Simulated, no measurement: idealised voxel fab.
process module | voxel ribs on slabs
cross-section cut | 245 nm wide | cells 5 nm
A cross-section is a grid of square cells, given in bands from the top down. A band is one or more rows of cells.
Each band's line starts with the height of the band's top and of its bottom, in nm. Then come its materials from left to right, each with its width in nm. One material with "throughout" fills the band from edge to edge. "air" is empty space.
Height 0 is the level under which the wafer as received is all one material. The lowest band goes on downwards, as in "0 down".
A width such as "30 to 40" changes by the same amount from each row of cells to the next, from the band's top row to its bottom row.
"no change" after a step means that no cell of the cross-section changed.
closed voids: empty space of 8 cells or more with no open way to the top, each as width x height at its distance from the left edge, in nm
after a step's settings: what the simulator itself notes on the step
overlay nm, on a step with a mask: how far to the right of its planned place the mask lay; to the left if negative
plan
1 op RECEIVE | material Si
2 op DIRECTIONAL_DEP | material SiO2 | thk nm 20
3 op DIRECTIONAL_DEP | material polySi | thk nm 25
4 op MASKED_ETCH | tone cover | mask id RIB | width nm 30 | etch materials polySi | depth nm 5 | overlay nm 0
5 op DIRECTIONAL_DEP | material aC | thk nm 15
6 op PATTERN | tone cover | mask id SLAB | material resist | width nm 70 | thk nm 30 | overlay nm 0
7 op DIRECTIONAL_ETCH | etch materials aC | depth nm 15
8 op STRIP | etch materials resist
9 op DIRECTIONAL_ETCH | etch materials polySi | depth nm 20
10 op STRIP | etch materials aC
11 op FILL_DEP | material SiO2 | thk nm 25
12 op CMP | height nm 65
13 op DIRECTIONAL_DEP | material W | thk nm 10
14 op PATTERN | tone cover | mask id HEATER | material resist | width nm 40 | thk nm 15 | overlay nm 0
15 op DIRECTIONAL_ETCH | etch materials W | depth nm 10
16 op STRIP | etch materials resist
17 op CONFORMAL_DEP | material SiO2 | thk nm 10
as received, after step 1
  0 down: Si throughout
  closed voids: none
first wafer at the end, as planned
  85 to 75: air 90 | SiO2 60 | air 95
  75 to 65: SiO2 100 | W 40 | SiO2 105
  65 to 45: SiO2 throughout
  45 to 40: SiO2 105 | polySi 30 | SiO2 110
  40 to 20: SiO2 85 | polySi 70 | SiO2 90
  20 to 0: SiO2 throughout
  0 down: Si throughout
  closed voids: none
second wafer at the end: like start, like plan, one mistake
  85 to 75: air 90 | SiO2 60 | air 95
  75 to 65: SiO2 100 | W 40 | SiO2 105
  65 to 25: SiO2 throughout
  25 to 0: polySi throughout
  0 down: Si throughout
  closed voids: none
what went wrong: steps 2 and 3 were swapped
at the end the second wafer has, in cells: 183 fewer of SiO2 | 183 more of polySi
